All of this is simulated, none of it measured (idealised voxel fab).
You're looking at the process module voxel transistor to metal.
Cross-sectional view cut (width: 265 nm; square cell size: 5 nm).
In what follows, cross-sections appear as grids of square cells, described through bands that run from the top down, where every band is one or more rows of cells. A band entry consists of two parts. The first gives the height of the band's top and the height of its bottom, in nm. The rest lists the band's materials from left to right, each with its width in nm. A single material labelled with the word "full width" fills the band from edge to edge, and the word "blank" marks empty space. The level at which height equals 0 is the one under which the wafer, as it arrives, is entirely one material. No lower edge exists for the bottom band, which continues downward and is notated as in "0 and below". The width entry "30->40" should be interpreted row by row: the top row of cells in the band takes the first number, the bottom row takes the second number, and the change between adjacent rows is uniform throughout. Key: "nothing got changed" - step with no changed cell in the cross-section. Empty spaces counting at least 8 cells and having no open way to the top are listed in "Closed internal voids". The notation width x height at distance is used for each, the distance being from the left edge and all three values in nm. Step line, after settings: the simulator's comment on this step. You can add "overlay nm" to a step's line. For a step with a mask, it describes how far the mask lay to the right of its planned position, and a negative number describes a lay to the left.

So here's the lineup of process steps we planned
1. RECEIVE [material Si]
2. OXIDIZE [depth nm 5]
3. CONFORMAL_DEP [material SiN] [thk nm 15]
4. PATTERN [tone cover] [mask id ACTIVE] [material resist] [width nm 105] [pitch nm 130] [thk nm 20] [overlay nm 0]
5. DIRECTIONAL_ETCH [etch materials SiN] [depth nm 15]
6. DIRECTIONAL_ETCH [etch materials SiO2] [depth nm 5]
7. DIRECTIONAL_ETCH [etch materials Si] [depth nm 25]
8. STRIP [etch materials resist]
9. OXIDIZE [depth nm 5]
10. FILL_DEP [material SiO2] [thk nm 15]
11. CMP [height nm 15]
12. SELECTIVE_ETCH [etch materials SiO2] [depth nm 10]
13. STRIP [etch materials SiN]
14. SELECTIVE_ETCH [etch materials SiO2] [depth nm 5]
15. OXIDIZE [depth nm 5]
16. DIRECTIONAL_DEP [material polySi] [thk nm 25]
17. DIRECTIONAL_DEP [material SiCN] [thk nm 10]
18. MASKED_ETCH [tone cover] [mask id GATE] [width nm 25] [pitch nm 130] [etch materials SiCN] [depth nm 20] [overlay nm 0]
19. MASKED_ETCH [tone cover] [mask id GATE] [width nm 25] [pitch nm 130] [etch materials polySi] [depth nm 35] [overlay nm 0]
20. CONFORMAL_DEP [material SiN] [thk nm 5]
21. DIRECTIONAL_ETCH [etch materials SiN] [depth nm 5]
22. DIRECTIONAL_ETCH [etch materials SiO2] [depth nm 5]
23. EPI [material nSi] [thk nm 5]
24. FILL_DEP [material SiO2] [thk nm 5]
25. CMP [height nm 30]
26. DIRECTIONAL_DEP [material SiO2] [thk nm 10]
27. MASKED_ETCH [tone open] [mask id CONTACT] [width nm 15] [etch materials SiO2] [depth nm 45] [overlay nm 0]
28. CONFORMAL_DEP [material TiN] [thk nm 5]
29. FILL_DEP [material Ru] [thk nm 10]
30. CMP [height nm 40]
31. CONFORMAL_DEP [material SiN] [thk nm 5]
32. DIRECTIONAL_DEP [material SiO2] [thk nm 25]
33. MASKED_ETCH [tone open] [mask id METAL_1] [width nm 15] [etch materials SiO2] [depth nm 25] [overlay nm 0]
34. MASKED_ETCH [tone open] [mask id METAL_1] [width nm 15] [etch materials SiN] [depth nm 5] [overlay nm 0]
35. CONFORMAL_DEP [material TiN] [thk nm 5]
36. FILL_DEP [material Ru] [thk nm 10]
37. CMP [height nm 70]
38. EPI [material Ru] [thk nm 5]
39. FILL_DEP [material SiCN] [thk nm 5]

As received (post step 1): cross-section
	0 and below = Si full width
	Closed internal voids: none

Sectioned view, first of two wafers, at the close of the module, processed as intended in the plan
	80 down to 75 = SiCN full width
	75 down to 70 = SiCN 20 nm, then Ru 25 nm, then SiCN 45 nm, then Ru 25 nm, then SiCN 35 nm, then Ru 25 nm, then SiCN 45 nm, then Ru 25 nm, then SiCN 20 nm
	70 down to 45 = SiO2 25 nm, then TiN 5 nm, then Ru 5 nm, then TiN 5 nm, then SiO2 55 nm, then TiN 5 nm, then Ru 5 nm, then TiN 5 nm, then SiO2 45 nm, then TiN 5 nm, then Ru 5 nm, then TiN 5 nm, then SiO2 55 nm, then TiN 5 nm, then Ru 5 nm, then TiN 5 nm, then SiO2 25 nm
	45 down to 40 = SiN 25 nm, then TiN 15 nm, then SiN 55 nm, then TiN 15 nm, then SiN 45 nm, then TiN 15 nm, then SiN 55 nm, then TiN 15 nm, then SiN 25 nm
	40 down to 30 = SiO2 25 nm, then TiN 5 nm, then Ru 5 nm, then TiN 5 nm, then SiO2 55 nm, then TiN 5 nm, then Ru 5 nm, then TiN 5 nm, then SiO2 45 nm, then TiN 5 nm, then Ru 5 nm, then TiN 5 nm, then SiO2 55 nm, then TiN 5 nm, then Ru 5 nm, then TiN 5 nm, then SiO2 25 nm
	30 down to 20 = SiO2 25 nm, then TiN 5 nm, then Ru 5 nm, then TiN 5 nm, then SiO2 10 nm, then SiN 5 nm, then SiCN 25 nm, then SiN 5 nm, then SiO2 10 nm, then TiN 5 nm, then Ru 5 nm, then TiN 5 nm, then SiO2 45 nm, then TiN 5 nm, then Ru 5 nm, then TiN 5 nm, then SiO2 10 nm, then SiN 5 nm, then SiCN 25 nm, then SiN 5 nm, then SiO2 10 nm, then TiN 5 nm, then Ru 5 nm, then TiN 5 nm, then SiO2 25 nm
	20 down to 0 = SiO2 25 nm, then TiN 5 nm, then Ru 5 nm, then TiN 5 nm, then SiO2 10 nm, then SiN 5 nm, then polySi 25 nm, then SiN 5 nm, then SiO2 10 nm, then TiN 5 nm, then Ru 5 nm, then TiN 5 nm, then SiO2 45 nm, then TiN 5 nm, then Ru 5 nm, then TiN 5 nm, then SiO2 10 nm, then SiN 5 nm, then polySi 25 nm, then SiN 5 nm, then SiO2 10 nm, then TiN 5 nm, then Ru 5 nm, then TiN 5 nm, then SiO2 25 nm
	0 down to -5 = SiO2 10 nm, then SiN 5 nm, then SiO2 10 nm, then TiN 15 nm, then SiO2 10 nm, then SiN 5 nm, then polySi 25 nm, then SiN 5 nm, then SiO2 10 nm, then TiN 15 nm, then SiO2 10 nm, then SiN 5 nm, then SiO2 15 nm, then SiN 5 nm, then SiO2 10 nm, then TiN 15 nm, then SiO2 10 nm, then SiN 5 nm, then polySi 25 nm, then SiN 5 nm, then SiO2 10 nm, then TiN 15 nm, then SiO2 10 nm, then SiN 5 nm, then SiO2 10 nm
	-5 down to -10 = SiO2 15 nm, then nSi 35 nm, then SiO2 35 nm, then nSi 35 nm, then SiO2 25 nm, then nSi 35 nm, then SiO2 35 nm, then nSi 35 nm, then SiO2 15 nm
	-10 down to -35 = SiO2 20 nm, then Si 95 nm, then SiO2 35 nm, then Si 95 nm, then SiO2 20 nm
	-35 and below = Si full width
	Closed internal voids: none

Second wafer through the module, sectioned at the end: same beginning and same plan as the first wafer, with one mistake in carrying it out
	80 down to 75 = SiCN full width
	75 down to 70 = Ru full width
	70 down to 45 = TiN full width
	45 down to 40 = SiN full width
	40 down to 30 = SiO2 25 nm, then TiN 5 nm, then Ru 5 nm, then TiN 5 nm, then SiO2 55 nm, then TiN 5 nm, then Ru 5 nm, then TiN 5 nm, then SiO2 45 nm, then TiN 5 nm, then Ru 5 nm, then TiN 5 nm, then SiO2 55 nm, then TiN 5 nm, then Ru 5 nm, then TiN 5 nm, then SiO2 25 nm
	30 down to 20 = SiO2 25 nm, then TiN 5 nm, then Ru 5 nm, then TiN 5 nm, then SiO2 10 nm, then SiN 5 nm, then SiCN 25 nm, then SiN 5 nm, then SiO2 10 nm, then TiN 5 nm, then Ru 5 nm, then TiN 5 nm, then SiO2 45 nm, then TiN 5 nm, then Ru 5 nm, then TiN 5 nm, then SiO2 10 nm, then SiN 5 nm, then SiCN 25 nm, then SiN 5 nm, then SiO2 10 nm, then TiN 5 nm, then Ru 5 nm, then TiN 5 nm, then SiO2 25 nm
	20 down to 0 = SiO2 25 nm, then TiN 5 nm, then Ru 5 nm, then TiN 5 nm, then SiO2 10 nm, then SiN 5 nm, then polySi 25 nm, then SiN 5 nm, then SiO2 10 nm, then TiN 5 nm, then Ru 5 nm, then TiN 5 nm, then SiO2 45 nm, then TiN 5 nm, then Ru 5 nm, then TiN 5 nm, then SiO2 10 nm, then SiN 5 nm, then polySi 25 nm, then SiN 5 nm, then SiO2 10 nm, then TiN 5 nm, then Ru 5 nm, then TiN 5 nm, then SiO2 25 nm
	0 down to -5 = SiO2 10 nm, then SiN 5 nm, then SiO2 10 nm, then TiN 15 nm, then SiO2 10 nm, then SiN 5 nm, then polySi 25 nm, then SiN 5 nm, then SiO2 10 nm, then TiN 15 nm, then SiO2 10 nm, then SiN 5 nm, then SiO2 15 nm, then SiN 5 nm, then SiO2 10 nm, then TiN 15 nm, then SiO2 10 nm, then SiN 5 nm, then polySi 25 nm, then SiN 5 nm, then SiO2 10 nm, then TiN 15 nm, then SiO2 10 nm, then SiN 5 nm, then SiO2 10 nm
	-5 down to -10 = SiO2 15 nm, then nSi 35 nm, then SiO2 35 nm, then nSi 35 nm, then SiO2 25 nm, then nSi 35 nm, then SiO2 35 nm, then nSi 35 nm, then SiO2 15 nm
	-10 down to -35 = SiO2 20 nm, then Si 95 nm, then SiO2 35 nm, then Si 95 nm, then SiO2 20 nm
	-35 and below = Si full width
	Closed internal voids: none
Where did the run depart from the plan? step 32 was run on a setting that differed from the plan, and what really ran there is DIRECTIONAL_DEP [material TiN] [thk nm 25]
It is noted that, at the conclusion of processing, the second wafer exhibits a higher or lower cell count for certain materials relative to the first: +13 Ru, -33 SiCN, +12 SiN, -205 SiO2, +213 TiN
